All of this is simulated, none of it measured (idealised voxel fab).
process module | voxel gate over fins
cross-section cut | 180 nm wide | cells 5 nm
A cross-section is a grid of square cells, given in bands from the top down. A band is one or more rows of cells.
Each band's line starts with the height of the band's top and of its bottom, in nm. Then come its materials from left to right, each with its width in nm. One material with "throughout" fills the band from edge to edge. "air" is empty space.
Height 0 is the level under which the wafer as received is all one material. The lowest band goes on downwards, as in "0 down".
A width such as "30 to 40" changes by the same amount from each row of cells to the next, from the band's top row to its bottom row.
"no change" after a step means that no cell of the cross-section changed.
closed voids: empty space of 8 cells or more with no open way to the top, each as width x height at its distance from the left edge, in nm
after a step's settings: what the simulator itself notes on the step
overlay nm, on a step with a mask: how far to the right of its planned place the mask lay; to the left if negative
plan
1 op RECEIVE | material Si
2 op CONFORMAL_DEP | material SiN | thk nm 5
3 op PATTERN | tone cover | mask id FINS | material resist | width nm 15 | pitch nm 35 | thk nm 15 | overlay nm 0
4 op DIRECTIONAL_ETCH | etch materials SiN | depth nm 5
5 op DIRECTIONAL_ETCH | etch materials Si | depth nm 35
6 op STRIP | etch materials resist
7 op FILL_DEP | material SiO2 | thk nm 5
8 op CMP | height nm 5
9 op SELECTIVE_ETCH | etch materials SiO2 | depth nm 15
10 op STRIP | etch materials SiN
11 op CONFORMAL_DEP | material HfO2 | thk nm 5
12 op CONFORMAL_DEP | material TiN | thk nm 5
13 op FILL_DEP | material W | thk nm 10
14 op CMP | height nm 15
15 op CONFORMAL_DEP | material SiN | thk nm 5
first wafer, as planned
as received, after step 1
  0 down: Si throughout
  closed voids: none
after step 2
  5 to 0: SiN throughout
  below 0: unchanged
after step 3
  20 to 5: air 45 | resist 15 | air 20 | resist 15 | air 20 | resist 15 | air 50
  below 5: unchanged
after step 4
  20 to 5: air 45 | resist 15 | air 20 | resist 15 | air 20 | resist 15 | air 50
  5 to 0: air 45 | SiN 15 | air 20 | SiN 15 | air 20 | SiN 15 | air 50
  below 0: unchanged
after step 5
  20 to 5: air 45 | resist 15 | air 20 | resist 15 | air 20 | resist 15 | air 50
  5 to 0: air 45 | SiN 15 | air 20 | SiN 15 | air 20 | SiN 15 | air 50
  0 to -35: air 45 | Si 15 | air 20 | Si 15 | air 20 | Si 15 | air 50
  below -35: unchanged
after step 6
  5 to 0: air 45 | SiN 15 | air 20 | SiN 15 | air 20 | SiN 15 | air 50
  below 0: unchanged
after step 7
  10 to 5: SiO2 throughout
  5 to 0: SiO2 45 | SiN 15 | SiO2 20 | SiN 15 | SiO2 20 | SiN 15 | SiO2 50
  0 to -35: SiO2 45 | Si 15 | SiO2 20 | Si 15 | SiO2 20 | Si 15 | SiO2 50
  below -35: unchanged
after step 8
  5 to 0: SiO2 45 | SiN 15 | SiO2 20 | SiN 15 | SiO2 20 | SiN 15 | SiO2 50
  below 0: unchanged
after step 9
  5 to 0: air 45 | SiN 15 | air 20 | SiN 15 | air 20 | SiN 15 | air 50
  0 to -10: air 45 | Si 15 | air 20 | Si 15 | air 20 | Si 15 | air 50
  below -10: unchanged
after step 10
  0 to -10: air 45 | Si 15 | air 20 | Si 15 | air 20 | Si 15 | air 50
  below -10: unchanged
after step 11
  5 to 0: air 40 | HfO2 25 | air 10 | HfO2 25 | air 10 | HfO2 25 | air 45
  0 to -5: air 40 | HfO2 5 | Si 15 | HfO2 5 | air 10 | HfO2 5 | Si 15 | HfO2 5 | air 10 | HfO2 5 | Si 15 | HfO2 5 | air 45
  -5 to -10: HfO2 45 | Si 15 | HfO2 20 | Si 15 | HfO2 20 | Si 15 | HfO2 50
  below -10: unchanged
after step 12
  10 to 5: air 35 | TiN 105 | air 40
  5 to 0: air 35 | TiN 5 | HfO2 25 | TiN 10 | HfO2 25 | TiN 10 | HfO2 25 | TiN 5 | air 40
  0 to -5: TiN 40 | HfO2 5 | Si 15 | HfO2 5 | TiN 10 | HfO2 5 | Si 15 | HfO2 5 | TiN 10 | HfO2 5 | Si 15 | HfO2 5 | TiN 45
  below -5: unchanged
after step 13
  20 to 10: W throughout
  10 to 5: W 35 | TiN 105 | W 40
  5 to 0: W 35 | TiN 5 | HfO2 25 | TiN 10 | HfO2 25 | TiN 10 | HfO2 25 | TiN 5 | W 40
  below 0: unchanged
after step 14
  15 to 10: W throughout
  below 10: unchanged
after step 15
  20 to 15: SiN throughout
  below 15: unchanged
second wafer: like start, like plan, one mistake. Through step 10 it matches the first wafer
when step 11 should have ended: no change
when step 12 should have ended
  5 to 0: air 40 | TiN 25 | air 10 | TiN 25 | air 10 | TiN 25 | air 45
  0 to -5: air 40 | TiN 5 | Si 15 | TiN 5 | air 10 | TiN 5 | Si 15 | TiN 5 | air 10 | TiN 5 | Si 15 | TiN 5 | air 45
  -5 to -10: TiN 45 | Si 15 | TiN 20 | Si 15 | TiN 20 | Si 15 | TiN 50
  below -10: unchanged
when step 13 should have ended
  15 to 5: W throughout
  5 to 0: W 40 | TiN 25 | W 10 | TiN 25 | W 10 | TiN 25 | W 45
  0 to -5: W 40 | TiN 5 | Si 15 | TiN 5 | W 10 | TiN 5 | Si 15 | TiN 5 | W 10 | TiN 5 | Si 15 | TiN 5 | W 45
  below -5: unchanged
when step 14 should have ended: no change
when step 15 should have ended
  20 to 15: SiN throughout
  below 15: unchanged
what went wrong: step 11 was left out
at the end the second wafer has, in cells: 48 fewer of HfO2 | 48 more of W
